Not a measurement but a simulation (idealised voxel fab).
Process module in this document: voxel gate over fins
Cross-sectional view cut (width: 235 nm; square cell size: 5 nm).
Heads up, the way a cross-section reads in here is a grid of square cells, handed over as bands from the top down, with every band being one or more rows of cells.
For a band, the entry starts with two heights in nm, that of the top and then that of the bottom, and carries on with the band's materials in order from left to right, each alongside its width in nm; the word "edge to edge" beside a single material means it fills the band edge to edge, and "blank" means empty space.
Heights are reckoned from 0. Under this level, the received wafer is all of one material. The bottommost band is open-ended downward, for example "0 and below".
The width entry "30 to 40" should be interpreted row by row: the top row of cells in the band takes the first number, the bottom row takes the second number, and the change between adjacent rows is uniform throughout.
Any step labelled "left unchanged" changed none of the cells in the cross-section.
The entry "Enclosed empty spaces" lists the empty spaces that cover at least 8 cells and have no open path to the top. Each is written as width x height at distance, where the distance is measured from the left edge and all three values are in nm.
Where a step's line continues beyond its settings, the continuation is a remark by the simulator itself on that step.
overlay nm: step with mask; distance mask lay right of planned place; negative value = left of planned place.

Process steps foreseen in the plan
1,RECEIVE (material Si)
2,CONFORMAL_DEP (material SiN; thk nm 5)
3,MASKED_ETCH (tone cover; mask id FINS; width nm 15; pitch nm 55; etch materials SiN; depth nm 5; overlay nm 0)
4,MASKED_ETCH (tone cover; mask id FINS; width nm 15; pitch nm 55; etch materials Si; depth nm 40; overlay nm 0)
5,OXIDIZE (depth nm 5)
6,FILL_DEP (material SiO2; thk nm 10)
7,CMP (height nm 5)
8,PATTERN (tone open; mask id RAIL; material resist; width nm 15; thk nm 20; overlay nm 0)
9,DIRECTIONAL_ETCH (etch materials SiO2; depth nm 40)
10,STRIP (etch materials resist)
11,CONFORMAL_DEP (material TiN; thk nm 5)
12,FILL_DEP (material Ru; thk nm 5)
13,CMP (height nm 5)
14,SELECTIVE_ETCH (etch materials W Ru TiN; depth nm 25)
15,FILL_DEP (material SiO2; thk nm 5)
16,CMP (height nm 5)
17,SELECTIVE_ETCH (etch materials SiO2; depth nm 15)
18,STRIP (etch materials SiN)
19,CONFORMAL_DEP (material HfO2; thk nm 5)
20,CONFORMAL_DEP (material TiN; thk nm 5)
21,CONFORMAL_DEP (material TiAl; thk nm 5)
22,CONFORMAL_DEP (material TiN; thk nm 5)
23,FILL_DEP (material W; thk nm 15)
24,CMP (height nm 30)
25,CONFORMAL_DEP (material SiN; thk nm 5)

Received-state cross-section, reflecting completion of step 1
    0 and below | Si edge to edge
    Enclosed empty spaces: none

First wafer of two, sectioned at end of module; run went per plan
    35 down to 30 | SiN edge to edge
    30 down to 20 | W edge to edge
    20 down to 15 | W 65, then TiN 45, then W 10, then TiN 45, then W 70
    15 down to 10 | W 65, then TiN 5, then TiAl 35, then TiN 5, then W 10, then TiN 5, then TiAl 35, then TiN 5, then W 70
    10 down to 5 | TiN 70, then TiAl 5, then TiN 25, then TiAl 5, then TiN 20, then TiAl 5, then TiN 25, then TiAl 5, then TiN 75
    5 down to 0 | TiAl 75, then TiN 5, then HfO2 15, then TiN 5, then TiAl 30, then TiN 5, then HfO2 15, then TiN 5, then TiAl 80
    0 down to -5 | TiN 80, then HfO2 5, then Si 5, then HfO2 5, then TiN 40, then HfO2 5, then Si 5, then HfO2 5, then TiN 85
    -5 down to -10 | HfO2 85, then Si 5, then HfO2 50, then Si 5, then HfO2 90
    -10 down to -20 | SiO2 85, then Si 5, then SiO2 50, then Si 5, then SiO2 90
    -20 down to -30 | SiO2 85, then Si 5, then SiO2 15, then TiN 5, then Ru 5, then TiN 5, then SiO2 20, then Si 5, then SiO2 90
    -30 down to -35 | SiO2 85, then Si 5, then SiO2 15, then TiN 15, then SiO2 20, then Si 5, then SiO2 90
    -35 down to -45 | SiO2 85, then Si 5, then SiO2 50, then Si 5, then SiO2 90
    -45 and below | Si edge to edge
    Enclosed empty spaces: none

Module end: cross-section of wafer two of two. Same start and process plan as the first wafer. One mistake during execution
    35 down to 30 | SiN edge to edge
    30 down to 20 | W edge to edge
    20 down to 15 | W 65, then TiN 45, then W 10, then TiN 45, then W 70
    15 down to 10 | W 60, then TiN 10, then TiAl 35, then TiN 5, then W 5, then TiN 10, then TiAl 35, then TiN 5, then W 70
    10 down to 5 | TiN 65, then TiAl 10, then TiN 25, then TiAl 5, then TiN 15, then TiAl 10, then TiN 25, then TiAl 5, then TiN 75
    5 down to 0 | TiAl 70, then TiN 10, then HfO2 15, then TiN 5, then TiAl 25, then TiN 10, then HfO2 15, then TiN 5, then TiAl 80
    0 down to -5 | TiN 75, then HfO2 10, then Si 5, then HfO2 5, then TiN 35, then HfO2 10, then Si 5, then HfO2 5, then TiN 85
    -5 down to -10 | HfO2 80, then Si 10, then HfO2 45, then Si 10, then HfO2 90
    -10 down to -20 | SiO2 80, then Si 10, then SiO2 45, then Si 10, then SiO2 90
    -20 down to -30 | SiO2 80, then Si 10, then SiO2 15, then TiN 5, then Ru 5, then TiN 5, then SiO2 15, then Si 10, then SiO2 90
    -30 down to -35 | SiO2 80, then Si 10, then SiO2 15, then TiN 15, then SiO2 15, then Si 10, then SiO2 90
    -35 down to -45 | SiO2 80, then Si 10, then SiO2 45, then Si 10, then SiO2 90
    -45 and below | Si edge to edge
    Enclosed empty spaces: none
Against the plan, the run slipped here: step 4 ran as: MASKED_ETCH (tone cover; mask id FINS; width nm 15; pitch nm 55; etch materials Si; depth nm 40; overlay nm -5)
It is noted that, at the conclusion of processing, the second wafer exhibits a higher or lower cell count for certain materials relative to the first: Si +16; SiO2 -14; W -2
